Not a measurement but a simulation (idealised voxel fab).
The following process module bears the name voxel self aligned contacts.
Cross-section cut spans 290 nm and uses square cells 5 nm in size.
If you're reading a cross-section in this doc, picture square cells in a grid; it comes to you as bands, top ones listed first down to the bottom, and a band can be one or more rows of cells.
What a band's entry tells you: where the top is and where the bottom is, as heights in nm, and after that what lies inside, material by material from left to right, each with its width in nm. Empty space is written as the word "air", and a single material marked with the word "throughout" occupies the band from edge to edge.
Heights are measured from 0, the level below which the as-received wafer is all one material; the lowest band has no bottom and continues downward, written as in "0 and below".
With a width like "30..40", each row of cells in the band differs from the next by the same amount, the top row carrying the first number and the bottom row the second.
"no modification" (step): cross-section cells unchanged, all of them.
What "Sealed void listing" gives you is every empty space of 8 cells or more that is cut off from the top. Each appears as width x height at distance, with the distance taken from the left edge and width, height and distance all in nm.
Note: text after step settings on the step line = simulator remark on that step.
Steps that use a mask can have "overlay nm" on their line. It says how far the mask sat to the right of where it was meant to be. Negative means to the left.

So here's the lineup of process steps we planned
1. RECEIVE (material Si)
2. OXIDIZE (depth nm 5)
3. DIRECTIONAL_DEP (material polySi; thk nm 25)
4. DIRECTIONAL_DEP (material SiN; thk nm 20)
5. DIRECTIONAL_DEP (material aC; thk nm 10)
6. PATTERN (tone cover; mask id GATE; material resist; width nm 25; pitch nm 60; thk nm 25; overlay nm 0)
7. DIRECTIONAL_ETCH (etch materials aC; depth nm 10)
8. STRIP (etch materials resist)
9. DIRECTIONAL_ETCH (etch materials SiN; depth nm 20)
10. DIRECTIONAL_ETCH (etch materials polySi; depth nm 25)
11. STRIP (etch materials aC)
12. CONFORMAL_DEP (material SiN; thk nm 10)
13. DIRECTIONAL_ETCH (etch materials SiN; depth nm 10)
14. FILL_DEP (material SiO2; thk nm 20)
15. CMP (height nm 55)
16. MASKED_ETCH (tone open; mask id CONTACT; width nm 45; etch materials SiO2; depth nm 60; overlay nm 0)
17. CONFORMAL_DEP (material TiN; thk nm 5)
18. FILL_DEP (material Ru; thk nm 10)
19. CMP (height nm 55)
20. CONFORMAL_DEP (material SiN; thk nm 5)

Step 1 complete: cross-section of the wafer as received
0 and below: Si throughout
Sealed void listing: none

Same starting wafer, same plan as above, one mistake in the execution; this is the cross-section at the end of the module
75 down to 70: SiN throughout
70 down to 60: Ru throughout
60 down to 55: TiN 125, Ru 35, TiN 130
55 down to 45: SiO2 120, TiN 5..20, Ru 35..5, TiN 5..20, SiO2 125
45 down to 25: SiO2 90, SiN 45, TiN 5, Ru 5, TiN 5, SiN 45, SiO2 95
25 down to 0: SiO2 90, SiN 10, polySi 25, SiN 10, TiN 5, Ru 5, TiN 5, SiN 10, polySi 25, SiN 10, SiO2 95
0 down to -5: SiO2 135, TiN 15, SiO2 140
-5 and below: Si throughout
Sealed void listing: none
What went wrong in running the wafer? it should be noted that step 19 of the plan was omitted and was not performed
